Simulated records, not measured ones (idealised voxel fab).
This section sets out a process module, namely voxel capacitor over wiring.
Cross-section cut spans 245 nm and uses square cells 5 nm in size.
If you're reading a cross-section in this doc, picture square cells in a grid; it comes to you as bands, top ones listed first down to the bottom, and a band can be one or more rows of cells.
Band entry format. Leading values: height of top, height of bottom, nm. Remainder: materials in left-to-right order, each with its width in nm. Special words: "all across" on a single material, which then fills the band edge to edge; "air", empty space.
Convention: height 0 is the level below which the wafer, as received, is all one material. The lowest band does not terminate at the bottom but continues downward, represented as "0 and below".
A width such as "30->40" changes by the same amount from each row of cells to the next, from the band's top row to its bottom row.
Reading "no change" for a step: not a cell of the cross-section changed in it.
Look at "Voids, sealed" for the closed voids: empty spaces with no open path to the top, sized 8 cells or up. Each is width x height at distance, distance from the left edge, all nm.
On each step's line, the part that comes after the settings is the simulator's own comment on the step.
If you see "overlay nm" on a step's line and that step has a mask, it's telling you how far right of where it was planned the mask ended up; a negative number means it went left instead.

THESE ARE THE STEPS WE PLANNED FOR THE PROCESS
1. RECEIVE,material Si
2. CONFORMAL_DEP,material SiO2,thk nm 15
3. DIRECTIONAL_DEP,material TiN,thk nm 5
4. DIRECTIONAL_DEP,material Ru,thk nm 20
5. PATTERN,tone cover,mask id METAL_1,material resist,width nm 25,pitch nm 75,thk nm 20,overlay nm 0
6. DIRECTIONAL_ETCH,etch materials Ru,depth nm 20
7. DIRECTIONAL_ETCH,etch materials TiN,depth nm 5
8. STRIP,etch materials resist
9. CONFORMAL_DEP,material SiN,thk nm 5
10. FILL_DEP,material lowk,thk nm 10
11. CMP,height nm 40
12. CONFORMAL_DEP,material SiCN,thk nm 5
13. DIRECTIONAL_DEP,material SiO2,thk nm 10
14. PATTERN,tone open,mask id PLUG_1,material resist,width nm 15,thk nm 20,overlay nm 0
15. DIRECTIONAL_ETCH,etch materials SiO2,depth nm 10
16. DIRECTIONAL_ETCH,etch materials SiCN,depth nm 5
17. STRIP,etch materials resist
18. CONFORMAL_DEP,material TiN,thk nm 5
19. FILL_DEP,material Ru,thk nm 5
20. CMP,height nm 55
21. DIRECTIONAL_DEP,material TiN,thk nm 5
22. DIRECTIONAL_DEP,material HfO2,thk nm 5
23. DIRECTIONAL_DEP,material TiN,thk nm 10
24. DIRECTIONAL_DEP,material aC,thk nm 10
25. PATTERN,tone cover,mask id UPPER_PLATE,material resist,width nm 55,thk nm 30,overlay nm 0
26. DIRECTIONAL_ETCH,etch materials aC,depth nm 10
27. STRIP,etch materials resist
28. DIRECTIONAL_ETCH,etch materials TiN,depth nm 10
29. DIRECTIONAL_ETCH,etch materials HfO2,depth nm 5
30. STRIP,etch materials aC
31. DIRECTIONAL_DEP,material aC,thk nm 15
32. PATTERN,tone cover,mask id LOWER_PLATE,material resist,width nm 65,thk nm 30,overlay nm 0
33. DIRECTIONAL_ETCH,etch materials aC,depth nm 15
34. STRIP,etch materials resist
35. DIRECTIONAL_ETCH,etch materials TiN,depth nm 5
36. STRIP,etch materials aC
37. FILL_DEP,material SiO2,thk nm 20
38. CMP,height nm 90
39. DIRECTIONAL_DEP,material aC,thk nm 10
40. PATTERN,tone open,mask id PLUG_2,material resist,width nm 15,thk nm 30,overlay nm 0
41. DIRECTIONAL_ETCH,etch materials aC,depth nm 10
42. STRIP,etch materials resist
43. DIRECTIONAL_ETCH,etch materials SiO2,depth nm 15
44. STRIP,etch materials aC
45. CONFORMAL_DEP,material TiN,thk nm 5
46. FILL_DEP,material Cu,thk nm 10
47. CMP,height nm 90
48. CONFORMAL_DEP,material SiCN,thk nm 5

FIRST OF THE TWO WAFERS, RUN PER PLAN

WAFER CROSS-SECTION ON RECEIPT, I.E. AFTER STEP 1
- 0 and below = Si all across
- Voids, sealed: none

WAFER AFTER STEP 2 (CROSS-SECTION)
- 15 down to 0 = SiO2 all across
- Heights below 0 show no change.

WAFER AFTER STEP 3 (CROSS-SECTION)
- 20 down to 15 = TiN all across
- Heights below 15 show no change.

WAFER AFTER STEP 4 (CROSS-SECTION)
- 40 down to 20 = Ru all across
- Heights below 20 show no change.

WAFER AFTER STEP 5 (CROSS-SECTION)
- 60 down to 40 = 70 nm air; 25 nm resist; 50 nm air; 25 nm resist; 75 nm air
- Heights below 40 show no change.

WAFER AFTER STEP 6 (CROSS-SECTION)
- 60 down to 40 = 70 nm air; 25 nm resist; 50 nm air; 25 nm resist; 75 nm air
- 40 down to 20 = 70 nm air; 25 nm Ru; 50 nm air; 25 nm Ru; 75 nm air
- Heights below 20 show no change.

WAFER AFTER STEP 7 (CROSS-SECTION)
- 60 down to 40 = 70 nm air; 25 nm resist; 50 nm air; 25 nm resist; 75 nm air
- 40 down to 20 = 70 nm air; 25 nm Ru; 50 nm air; 25 nm Ru; 75 nm air
- 20 down to 15 = 70 nm air; 25 nm TiN; 50 nm air; 25 nm TiN; 75 nm air
- Heights below 15 show no change.

WAFER AFTER STEP 8 (CROSS-SECTION)
- 40 down to 20 = 70 nm air; 25 nm Ru; 50 nm air; 25 nm Ru; 75 nm air
- Heights below 20 show no change.

WAFER AFTER STEP 9 (CROSS-SECTION)
- 45 down to 40 = 65 nm air; 35 nm SiN; 40 nm air; 35 nm SiN; 70 nm air
- 40 down to 20 = 65 nm air; 5 nm SiN; 25 nm Ru; 5 nm SiN; 40 nm air; 5 nm SiN; 25 nm Ru; 5 nm SiN; 70 nm air
- 20 down to 15 = 70 nm SiN; 25 nm TiN; 50 nm SiN; 25 nm TiN; 75 nm SiN
- Heights below 15 show no change.

WAFER AFTER STEP 10 (CROSS-SECTION)
- 55 down to 45 = lowk all across
- 45 down to 40 = 65 nm lowk; 35 nm SiN; 40 nm lowk; 35 nm SiN; 70 nm lowk
- 40 down to 20 = 65 nm lowk; 5 nm SiN; 25 nm Ru; 5 nm SiN; 40 nm lowk; 5 nm SiN; 25 nm Ru; 5 nm SiN; 70 nm lowk
- Heights below 20 show no change.

WAFER AFTER STEP 11 (CROSS-SECTION)
- 40 down to 20 = 65 nm lowk; 5 nm SiN; 25 nm Ru; 5 nm SiN; 40 nm lowk; 5 nm SiN; 25 nm Ru; 5 nm SiN; 70 nm lowk
- Heights below 20 show no change.

WAFER AFTER STEP 12 (CROSS-SECTION)
- 45 down to 40 = SiCN all across
- Heights below 40 show no change.

WAFER AFTER STEP 13 (CROSS-SECTION)
- 55 down to 45 = SiO2 all across
- Heights below 45 show no change.

WAFER AFTER STEP 14 (CROSS-SECTION)
- 75 down to 55 = 80 nm resist; 15 nm air; 150 nm resist
- Heights below 55 show no change.

WAFER AFTER STEP 15 (CROSS-SECTION)
- 75 down to 55 = 80 nm resist; 15 nm air; 150 nm resist
- 55 down to 45 = 80 nm SiO2; 15 nm air; 150 nm SiO2
- Heights below 45 show no change.

WAFER AFTER STEP 16 (CROSS-SECTION)
- 75 down to 55 = 80 nm resist; 15 nm air; 150 nm resist
- 55 down to 45 = 80 nm SiO2; 15 nm air; 150 nm SiO2
- 45 down to 40 = 80 nm SiCN; 15 nm air; 150 nm SiCN
- Heights below 40 show no change.

WAFER AFTER STEP 17 (CROSS-SECTION)
- 55 down to 45 = 80 nm SiO2; 15 nm air; 150 nm SiO2
- Heights below 45 show no change.

WAFER AFTER STEP 18 (CROSS-SECTION)
- 60 down to 55 = 85 nm TiN; 5 nm air; 155 nm TiN
- 55 down to 45 = 80 nm SiO2; 5 nm TiN; 5 nm air; 5 nm TiN; 150 nm SiO2
- 45 down to 40 = 80 nm SiCN; 15 nm TiN; 150 nm SiCN
- Heights below 40 show no change.

WAFER AFTER STEP 19 (CROSS-SECTION)
- 65 down to 60 = Ru all across
- 60 down to 55 = 85 nm TiN; 5 nm Ru; 155 nm TiN
- 55 down to 45 = 80 nm SiO2; 5 nm TiN; 5 nm Ru; 5 nm TiN; 150 nm SiO2
- Heights below 45 show no change.

WAFER AFTER STEP 20 (CROSS-SECTION)
- 55 down to 45 = 80 nm SiO2; 5 nm TiN; 5 nm Ru; 5 nm TiN; 150 nm SiO2
- Heights below 45 show no change.

WAFER AFTER STEP 21 (CROSS-SECTION)
- 60 down to 55 = TiN all across
- Heights below 55 show no change.

WAFER AFTER STEP 22 (CROSS-SECTION)
- 65 down to 60 = HfO2 all across
- Heights below 60 show no change.

WAFER AFTER STEP 23 (CROSS-SECTION)
- 75 down to 65 = TiN all across
- Heights below 65 show no change.

WAFER AFTER STEP 24 (CROSS-SECTION)
- 85 down to 75 = aC all across
- Heights below 75 show no change.

WAFER AFTER STEP 25 (CROSS-SECTION)
- 115 down to 85 = 80 nm air; 55 nm resist; 110 nm air
- Heights below 85 show no change.

WAFER AFTER STEP 26 (CROSS-SECTION)
- 105 down to 85 = 80 nm air; 55 nm resist; 110 nm air
- 85 down to 75 = 80 nm air; 55 nm aC; 110 nm air
- Heights below 75 show no change.

WAFER AFTER STEP 27 (CROSS-SECTION)
- 85 down to 75 = 80 nm air; 55 nm aC; 110 nm air
- Heights below 75 show no change.

WAFER AFTER STEP 28 (CROSS-SECTION)
- 85 down to 75 = 80 nm air; 55 nm aC; 110 nm air
- 75 down to 65 = 80 nm air; 55 nm TiN; 110 nm air
- Heights below 65 show no change.

WAFER AFTER STEP 29 (CROSS-SECTION)
- 85 down to 75 = 80 nm air; 55 nm aC; 110 nm air
- 75 down to 65 = 80 nm air; 55 nm TiN; 110 nm air
- 65 down to 60 = 80 nm air; 55 nm HfO2; 110 nm air
- Heights below 60 show no change.

WAFER AFTER STEP 30 (CROSS-SECTION)
- 75 down to 65 = 80 nm air; 55 nm TiN; 110 nm air
- Heights below 65 show no change.

WAFER AFTER STEP 31 (CROSS-SECTION)
- 90 down to 75 = 80 nm air; 55 nm aC; 110 nm air
- 75 down to 65 = 80 nm aC; 55 nm TiN; 110 nm aC
- 65 down to 60 = 80 nm aC; 55 nm HfO2; 110 nm aC
- Heights below 60 show no change.

WAFER AFTER STEP 32 (CROSS-SECTION)
- 120 down to 90 = 75 nm air; 65 nm resist; 105 nm air
- 90 down to 75 = 75 nm air; 5 nm resist; 55 nm aC; 5 nm resist; 105 nm air
- Heights below 75 show no change.

WAFER AFTER STEP 33 (CROSS-SECTION)
- 105 down to 90 = 75 nm air; 65 nm resist; 105 nm air
- 90 down to 75 = 75 nm air; 5 nm resist; 55 nm aC; 5 nm resist; 105 nm air
- 75 down to 65 = 75 nm air; 5 nm aC; 55 nm TiN; 5 nm aC; 105 nm air
- 65 down to 60 = 75 nm air; 5 nm aC; 55 nm HfO2; 5 nm aC; 105 nm air
- Heights below 60 show no change.

WAFER AFTER STEP 34 (CROSS-SECTION)
- 90 down to 75 = 80 nm air; 55 nm aC; 110 nm air
- Heights below 75 show no change.

WAFER AFTER STEP 35 (CROSS-SECTION)
- 90 down to 75 = 80 nm air; 55 nm aC; 110 nm air
- 75 down to 65 = 75 nm air; 5 nm aC; 55 nm TiN; 5 nm aC; 105 nm air
- 65 down to 60 = 75 nm air; 5 nm aC; 55 nm HfO2; 5 nm aC; 105 nm air
- 60 down to 55 = 75 nm air; 65 nm TiN; 105 nm air
- Heights below 55 show no change.

WAFER AFTER STEP 36 (CROSS-SECTION)
- 75 down to 65 = 80 nm air; 55 nm TiN; 110 nm air
- 65 down to 60 = 80 nm air; 55 nm HfO2; 110 nm air
- Heights below 60 show no change.

WAFER AFTER STEP 37 (CROSS-SECTION)
- 95 down to 75 = SiO2 all across
- 75 down to 65 = 80 nm SiO2; 55 nm TiN; 110 nm SiO2
- 65 down to 60 = 80 nm SiO2; 55 nm HfO2; 110 nm SiO2
- 60 down to 55 = 75 nm SiO2; 65 nm TiN; 105 nm SiO2
- Heights below 55 show no change.

WAFER AFTER STEP 38 (CROSS-SECTION)
- 90 down to 75 = SiO2 all across
- Heights below 75 show no change.

WAFER AFTER STEP 39 (CROSS-SECTION)
- 100 down to 90 = aC all across
- Heights below 90 show no change.

WAFER AFTER STEP 40 (CROSS-SECTION)
- 130 down to 100 = 90 nm resist; 15 nm air; 140 nm resist
- Heights below 100 show no change.

WAFER AFTER STEP 41 (CROSS-SECTION)
- 120 down to 100 = 90 nm resist; 15 nm air; 140 nm resist
- 100 down to 90 = 90 nm aC; 15 nm air; 140 nm aC
- Heights below 90 show no change.

WAFER AFTER STEP 42 (CROSS-SECTION)
- 100 down to 90 = 90 nm aC; 15 nm air; 140 nm aC
- Heights below 90 show no change.

WAFER AFTER STEP 43 (CROSS-SECTION)
- 100 down to 90 = 90 nm aC; 15 nm air; 140 nm aC
- 90 down to 75 = 90 nm SiO2; 15 nm air; 140 nm SiO2
- Heights below 75 show no change.

WAFER AFTER STEP 44 (CROSS-SECTION)
- 90 down to 75 = 90 nm SiO2; 15 nm air; 140 nm SiO2
- Heights below 75 show no change.

WAFER AFTER STEP 45 (CROSS-SECTION)
- 95 down to 90 = 95 nm TiN; 5 nm air; 145 nm TiN
- 90 down to 80 = 90 nm SiO2; 5 nm TiN; 5 nm air; 5 nm TiN; 140 nm SiO2
- 80 down to 75 = 90 nm SiO2; 15 nm TiN; 140 nm SiO2
- Heights below 75 show no change.

WAFER AFTER STEP 46 (CROSS-SECTION)
- 105 down to 95 = Cu all across
- 95 down to 90 = 95 nm TiN; 5 nm Cu; 145 nm TiN
- 90 down to 80 = 90 nm SiO2; 5 nm TiN; 5 nm Cu; 5 nm TiN; 140 nm SiO2
- Heights below 80 show no change.

WAFER AFTER STEP 47 (CROSS-SECTION)
- 90 down to 80 = 90 nm SiO2; 5 nm TiN; 5 nm Cu; 5 nm TiN; 140 nm SiO2
- Heights below 80 show no change.

WAFER AFTER STEP 48 (CROSS-SECTION)
- 95 down to 90 = SiCN all across
- Heights below 90 show no change.

WAFER TWO: LIKE WAFER ONE IN START AND PLAN, BUT WITH ONE MISTAKE IN EXECUTION; IDENTICAL UP TO AND INCLUDING STEP 1

SECOND WAFER PROFILE IN SECTION, AT THE MOMENT STEP 2 OF THE PLAN WAS MEANT TO BE COMPLETE
- 30 down to 0 = SiO2 all across
- Heights below 0 show no change.

SECOND WAFER PROFILE IN SECTION, AT THE MOMENT STEP 3 OF THE PLAN WAS MEANT TO BE COMPLETE
- 35 down to 30 = TiN all across
- Heights below 30 show no change.

SECOND WAFER PROFILE IN SECTION, AT THE MOMENT STEP 4 OF THE PLAN WAS MEANT TO BE COMPLETE
- 55 down to 35 = Ru all across
- Heights below 35 show no change.

SECOND WAFER PROFILE IN SECTION, AT THE MOMENT STEP 5 OF THE PLAN WAS MEANT TO BE COMPLETE
- 75 down to 55 = 70 nm air; 25 nm resist; 50 nm air; 25 nm resist; 75 nm air
- Heights below 55 show no change.

SECOND WAFER PROFILE IN SECTION, AT THE MOMENT STEP 6 OF THE PLAN WAS MEANT TO BE COMPLETE
- 75 down to 55 = 70 nm air; 25 nm resist; 50 nm air; 25 nm resist; 75 nm air
- 55 down to 35 = 70 nm air; 25 nm Ru; 50 nm air; 25 nm Ru; 75 nm air
- Heights below 35 show no change.

SECOND WAFER PROFILE IN SECTION, AT THE MOMENT STEP 7 OF THE PLAN WAS MEANT TO BE COMPLETE
- 75 down to 55 = 70 nm air; 25 nm resist; 50 nm air; 25 nm resist; 75 nm air
- 55 down to 35 = 70 nm air; 25 nm Ru; 50 nm air; 25 nm Ru; 75 nm air
- 35 down to 30 = 70 nm air; 25 nm TiN; 50 nm air; 25 nm TiN; 75 nm air
- Heights below 30 show no change.

SECOND WAFER PROFILE IN SECTION, AT THE MOMENT STEP 8 OF THE PLAN WAS MEANT TO BE COMPLETE
- 55 down to 35 = 70 nm air; 25 nm Ru; 50 nm air; 25 nm Ru; 75 nm air
- Heights below 35 show no change.

SECOND WAFER PROFILE IN SECTION, AT THE MOMENT STEP 9 OF THE PLAN WAS MEANT TO BE COMPLETE
- 60 down to 55 = 65 nm air; 35 nm SiN; 40 nm air; 35 nm SiN; 70 nm air
- 55 down to 35 = 65 nm air; 5 nm SiN; 25 nm Ru; 5 nm SiN; 40 nm air; 5 nm SiN; 25 nm Ru; 5 nm SiN; 70 nm air
- 35 down to 30 = 70 nm SiN; 25 nm TiN; 50 nm SiN; 25 nm TiN; 75 nm SiN
- Heights below 30 show no change.

SECOND WAFER PROFILE IN SECTION, AT THE MOMENT STEP 10 OF THE PLAN WAS MEANT TO BE COMPLETE
- 70 down to 60 = lowk all across
- 60 down to 55 = 65 nm lowk; 35 nm SiN; 40 nm lowk; 35 nm SiN; 70 nm lowk
- 55 down to 35 = 65 nm lowk; 5 nm SiN; 25 nm Ru; 5 nm SiN; 40 nm lowk; 5 nm SiN; 25 nm Ru; 5 nm SiN; 70 nm lowk
- Heights below 35 show no change.

SECOND WAFER PROFILE IN SECTION, AT THE MOMENT STEP 11 OF THE PLAN WAS MEANT TO BE COMPLETE
- 40 down to 35 = 65 nm lowk; 5 nm SiN; 25 nm Ru; 5 nm SiN; 40 nm lowk; 5 nm SiN; 25 nm Ru; 5 nm SiN; 70 nm lowk
- Heights below 35 show no change.

SECOND WAFER PROFILE IN SECTION, AT THE MOMENT STEP 12 OF THE PLAN WAS MEANT TO BE COMPLETE
- 45 down to 40 = SiCN all across
- Heights below 40 show no change.

SECOND WAFER PROFILE IN SECTION, AT THE MOMENT STEP 13 OF THE PLAN WAS MEANT TO BE COMPLETE
- 55 down to 45 = SiO2 all across
- Heights below 45 show no change.

SECOND WAFER PROFILE IN SECTION, AT THE MOMENT STEP 14 OF THE PLAN WAS MEANT TO BE COMPLETE
- 75 down to 55 = 80 nm resist; 15 nm air; 150 nm resist
- Heights below 55 show no change.

SECOND WAFER PROFILE IN SECTION, AT THE MOMENT STEP 15 OF THE PLAN WAS MEANT TO BE COMPLETE
- 75 down to 55 = 80 nm resist; 15 nm air; 150 nm resist
- 55 down to 45 = 80 nm SiO2; 15 nm air; 150 nm SiO2
- Heights below 45 show no change.

SECOND WAFER PROFILE IN SECTION, AT THE MOMENT STEP 16 OF THE PLAN WAS MEANT TO BE COMPLETE
- 75 down to 55 = 80 nm resist; 15 nm air; 150 nm resist
- 55 down to 45 = 80 nm SiO2; 15 nm air; 150 nm SiO2
- 45 down to 40 = 80 nm SiCN; 15 nm air; 150 nm SiCN
- Heights below 40 show no change.

SECOND WAFER PROFILE IN SECTION, AT THE MOMENT STEP 17 OF THE PLAN WAS MEANT TO BE COMPLETE
- 55 down to 45 = 80 nm SiO2; 15 nm air; 150 nm SiO2
- Heights below 45 show no change.

SECOND WAFER PROFILE IN SECTION, AT THE MOMENT STEP 18 OF THE PLAN WAS MEANT TO BE COMPLETE
- 60 down to 55 = 85 nm TiN; 5 nm air; 155 nm TiN
- 55 down to 45 = 80 nm SiO2; 5 nm TiN; 5 nm air; 5 nm TiN; 150 nm SiO2
- 45 down to 40 = 80 nm SiCN; 15 nm TiN; 150 nm SiCN
- Heights below 40 show no change.

SECOND WAFER PROFILE IN SECTION, AT THE MOMENT STEP 19 OF THE PLAN WAS MEANT TO BE COMPLETE
- 65 down to 60 = Ru all across
- 60 down to 55 = 85 nm TiN; 5 nm Ru; 155 nm TiN
- 55 down to 45 = 80 nm SiO2; 5 nm TiN; 5 nm Ru; 5 nm TiN; 150 nm SiO2
- Heights below 45 show no change.

SECOND WAFER PROFILE IN SECTION, AT THE MOMENT STEP 20 OF THE PLAN WAS MEANT TO BE COMPLETE
- 55 down to 45 = 80 nm SiO2; 5 nm TiN; 5 nm Ru; 5 nm TiN; 150 nm SiO2
- Heights below 45 show no change.

SECOND WAFER PROFILE IN SECTION, AT THE MOMENT STEP 21 OF THE PLAN WAS MEANT TO BE COMPLETE
- 60 down to 55 = TiN all across
- Heights below 55 show no change.

SECOND WAFER PROFILE IN SECTION, AT THE MOMENT STEP 22 OF THE PLAN WAS MEANT TO BE COMPLETE
- 65 down to 60 = HfO2 all across
- Heights below 60 show no change.

SECOND WAFER PROFILE IN SECTION, AT THE MOMENT STEP 23 OF THE PLAN WAS MEANT TO BE COMPLETE
- 75 down to 65 = TiN all across
- Heights below 65 show no change.

SECOND WAFER PROFILE IN SECTION, AT THE MOMENT STEP 24 OF THE PLAN WAS MEANT TO BE COMPLETE
- 85 down to 75 = aC all across
- Heights below 75 show no change.

SECOND WAFER PROFILE IN SECTION, AT THE MOMENT STEP 25 OF THE PLAN WAS MEANT TO BE COMPLETE
- 115 down to 85 = 80 nm air; 55 nm resist; 110 nm air
- Heights below 85 show no change.

SECOND WAFER PROFILE IN SECTION, AT THE MOMENT STEP 26 OF THE PLAN WAS MEANT TO BE COMPLETE
- 105 down to 85 = 80 nm air; 55 nm resist; 110 nm air
- 85 down to 75 = 80 nm air; 55 nm aC; 110 nm air
- Heights below 75 show no change.

SECOND WAFER PROFILE IN SECTION, AT THE MOMENT STEP 27 OF THE PLAN WAS MEANT TO BE COMPLETE
- 85 down to 75 = 80 nm air; 55 nm aC; 110 nm air
- Heights below 75 show no change.

SECOND WAFER PROFILE IN SECTION, AT THE MOMENT STEP 28 OF THE PLAN WAS MEANT TO BE COMPLETE
- 85 down to 75 = 80 nm air; 55 nm aC; 110 nm air
- 75 down to 65 = 80 nm air; 55 nm TiN; 110 nm air
- Heights below 65 show no change.

SECOND WAFER PROFILE IN SECTION, AT THE MOMENT STEP 29 OF THE PLAN WAS MEANT TO BE COMPLETE
- 85 down to 75 = 80 nm air; 55 nm aC; 110 nm air
- 75 down to 65 = 80 nm air; 55 nm TiN; 110 nm air
- 65 down to 60 = 80 nm air; 55 nm HfO2; 110 nm air
- Heights below 60 show no change.

SECOND WAFER PROFILE IN SECTION, AT THE MOMENT STEP 30 OF THE PLAN WAS MEANT TO BE COMPLETE
- 75 down to 65 = 80 nm air; 55 nm TiN; 110 nm air
- Heights below 65 show no change.

SECOND WAFER PROFILE IN SECTION, AT THE MOMENT STEP 31 OF THE PLAN WAS MEANT TO BE COMPLETE
- 90 down to 75 = 80 nm air; 55 nm aC; 110 nm air
- 75 down to 65 = 80 nm aC; 55 nm TiN; 110 nm aC
- 65 down to 60 = 80 nm aC; 55 nm HfO2; 110 nm aC
- Heights below 60 show no change.

SECOND WAFER PROFILE IN SECTION, AT THE MOMENT STEP 32 OF THE PLAN WAS MEANT TO BE COMPLETE
- 120 down to 90 = 75 nm air; 65 nm resist; 105 nm air
- 90 down to 75 = 75 nm air; 5 nm resist; 55 nm aC; 5 nm resist; 105 nm air
- Heights below 75 show no change.

SECOND WAFER PROFILE IN SECTION, AT THE MOMENT STEP 33 OF THE PLAN WAS MEANT TO BE COMPLETE
- 105 down to 90 = 75 nm air; 65 nm resist; 105 nm air
- 90 down to 75 = 75 nm air; 5 nm resist; 55 nm aC; 5 nm resist; 105 nm air
- 75 down to 65 = 75 nm air; 5 nm aC; 55 nm TiN; 5 nm aC; 105 nm air
- 65 down to 60 = 75 nm air; 5 nm aC; 55 nm HfO2; 5 nm aC; 105 nm air
- Heights below 60 show no change.

SECOND WAFER PROFILE IN SECTION, AT THE MOMENT STEP 34 OF THE PLAN WAS MEANT TO BE COMPLETE
- 90 down to 75 = 80 nm air; 55 nm aC; 110 nm air
- Heights below 75 show no change.

SECOND WAFER PROFILE IN SECTION, AT THE MOMENT STEP 35 OF THE PLAN WAS MEANT TO BE COMPLETE
- 90 down to 75 = 80 nm air; 55 nm aC; 110 nm air
- 75 down to 65 = 75 nm air; 5 nm aC; 55 nm TiN; 5 nm aC; 105 nm air
- 65 down to 60 = 75 nm air; 5 nm aC; 55 nm HfO2; 5 nm aC; 105 nm air
- 60 down to 55 = 75 nm air; 65 nm TiN; 105 nm air
- Heights below 55 show no change.

SECOND WAFER PROFILE IN SECTION, AT THE MOMENT STEP 36 OF THE PLAN WAS MEANT TO BE COMPLETE
- 75 down to 65 = 80 nm air; 55 nm TiN; 110 nm air
- 65 down to 60 = 80 nm air; 55 nm HfO2; 110 nm air
- Heights below 60 show no change.

SECOND WAFER PROFILE IN SECTION, AT THE MOMENT STEP 37 OF THE PLAN WAS MEANT TO BE COMPLETE
- 95 down to 75 = SiO2 all across
- 75 down to 65 = 80 nm SiO2; 55 nm TiN; 110 nm SiO2
- 65 down to 60 = 80 nm SiO2; 55 nm HfO2; 110 nm SiO2
- 60 down to 55 = 75 nm SiO2; 65 nm TiN; 105 nm SiO2
- Heights below 55 show no change.

SECOND WAFER PROFILE IN SECTION, AT THE MOMENT STEP 38 OF THE PLAN WAS MEANT TO BE COMPLETE
- 90 down to 75 = SiO2 all across
- Heights below 75 show no change.

SECOND WAFER PROFILE IN SECTION, AT THE MOMENT STEP 39 OF THE PLAN WAS MEANT TO BE COMPLETE
- 100 down to 90 = aC all across
- Heights below 90 show no change.

SECOND WAFER PROFILE IN SECTION, AT THE MOMENT STEP 40 OF THE PLAN WAS MEANT TO BE COMPLETE
- 130 down to 100 = 90 nm resist; 15 nm air; 140 nm resist
- Heights below 100 show no change.

SECOND WAFER PROFILE IN SECTION, AT THE MOMENT STEP 41 OF THE PLAN WAS MEANT TO BE COMPLETE
- 120 down to 100 = 90 nm resist; 15 nm air; 140 nm resist
- 100 down to 90 = 90 nm aC; 15 nm air; 140 nm aC
- Heights below 90 show no change.

SECOND WAFER PROFILE IN SECTION, AT THE MOMENT STEP 42 OF THE PLAN WAS MEANT TO BE COMPLETE
- 100 down to 90 = 90 nm aC; 15 nm air; 140 nm aC
- Heights below 90 show no change.

SECOND WAFER PROFILE IN SECTION, AT THE MOMENT STEP 43 OF THE PLAN WAS MEANT TO BE COMPLETE
- 100 down to 90 = 90 nm aC; 15 nm air; 140 nm aC
- 90 down to 75 = 90 nm SiO2; 15 nm air; 140 nm SiO2
- Heights below 75 show no change.

SECOND WAFER PROFILE IN SECTION, AT THE MOMENT STEP 44 OF THE PLAN WAS MEANT TO BE COMPLETE
- 90 down to 75 = 90 nm SiO2; 15 nm air; 140 nm SiO2
- Heights below 75 show no change.

SECOND WAFER PROFILE IN SECTION, AT THE MOMENT STEP 45 OF THE PLAN WAS MEANT TO BE COMPLETE
- 95 down to 90 = 95 nm TiN; 5 nm air; 145 nm TiN
- 90 down to 80 = 90 nm SiO2; 5 nm TiN; 5 nm air; 5 nm TiN; 140 nm SiO2
- 80 down to 75 = 90 nm SiO2; 15 nm TiN; 140 nm SiO2
- Heights below 75 show no change.

SECOND WAFER PROFILE IN SECTION, AT THE MOMENT STEP 46 OF THE PLAN WAS MEANT TO BE COMPLETE
- 105 down to 95 = Cu all across
- 95 down to 90 = 95 nm TiN; 5 nm Cu; 145 nm TiN
- 90 down to 80 = 90 nm SiO2; 5 nm TiN; 5 nm Cu; 5 nm TiN; 140 nm SiO2
- Heights below 80 show no change.

SECOND WAFER PROFILE IN SECTION, AT THE MOMENT STEP 47 OF THE PLAN WAS MEANT TO BE COMPLETE
- 90 down to 80 = 90 nm SiO2; 5 nm TiN; 5 nm Cu; 5 nm TiN; 140 nm SiO2
- Heights below 80 show no change.

SECOND WAFER PROFILE IN SECTION, AT THE MOMENT STEP 48 OF THE PLAN WAS MEANT TO BE COMPLETE
- 95 down to 90 = SiCN all across
- Heights below 90 show no change.
Processing error: heads up, step 2 of the plan got done twice
End of process, cell counts, second wafer against first, materials with more or fewer: 30 fewer of Ru; 12 fewer of SiN; 147 more of SiO2; 105 fewer of lowk
